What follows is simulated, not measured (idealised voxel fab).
voxel released beams: a process module
Section shown: cut. Width: 290 nm. Cell size: 5 nm, square.
Cross-section layout: square cells on a grid; listed as bands, top to bottom; a band spans one or more cell rows. Top height, bottom height, nm. Materials left to right, width each, nm. Single material + "everywhere" = fills band edge to edge. "empty" = empty. For the purposes of this specification, 0 denotes the height below which the wafer in its as-received condition is composed wholly of one material, and the lowermost band, lacking a lower limit, extends downward without end, as expressed in "z 0 and below". The expression "30..40" gives the width at the extremes of the band, the first number at its top row of cells and the second at its bottom row, with the width changing by equal amounts from each row to the next in between. Reading "identical to before" for a step: not a cell of the cross-section changed in it. Look at "Closed voids list" for the closed voids: empty spaces with no open path to the top, sized 8 cells or up. Each is width x height at distance, distance from the left edge, all nm. Where a step's line continues beyond its settings, the continuation is a remark by the simulator itself on that step. Among the settings permitted on a step's line is "overlay nm"; applied to a step with a mask, it specifies the extent to which the mask lay to the right of its planned position, whereas a negative figure signifies a position to the left.

-- List of planned process steps
1,RECEIVE: material Si
2,CONFORMAL_DEP: material Al2O3, thk nm 5
3,DIRECTIONAL_DEP: material SiO2, thk nm 10
4,PATTERN: tone open, mask id ANCHOR, material resist, width nm 35, thk nm 20, overlay nm 0
5,DIRECTIONAL_ETCH: etch materials SiO2, depth nm 10
6,STRIP: etch materials resist
7,CONFORMAL_DEP: material SiN, thk nm 10
8,PATTERN: tone cover, mask id BEAM, material resist, width nm 90, thk nm 20, overlay nm 0
9,DIRECTIONAL_ETCH: etch materials SiN, depth nm 10
10,STRIP: etch materials resist
11,STRIP: etch materials SiO2

-- Cross-section: wafer on arrival = after step 1
    z 0 and below: Si everywhere
    Closed voids list: none

-- Post-module cross-section: identical start and plan to those above, one misstep in execution
    z 25 to 15: 95 of empty, 10 of SiN, 15 of empty, 65 of SiN, 105 of empty
    z 15 to 5: 95 of empty, 35 of SiN, 160 of empty
    z 5 to 0: Al2O3 everywhere
    z 0 and below: Si everywhere
    Closed voids list: none
Which mistake was made when the wafer was run? step 4 was run on a setting that differed from the plan, and what really ran there is PATTERN: tone open, mask id ANCHOR, material resist, width nm 35, thk nm 20, overlay nm -5
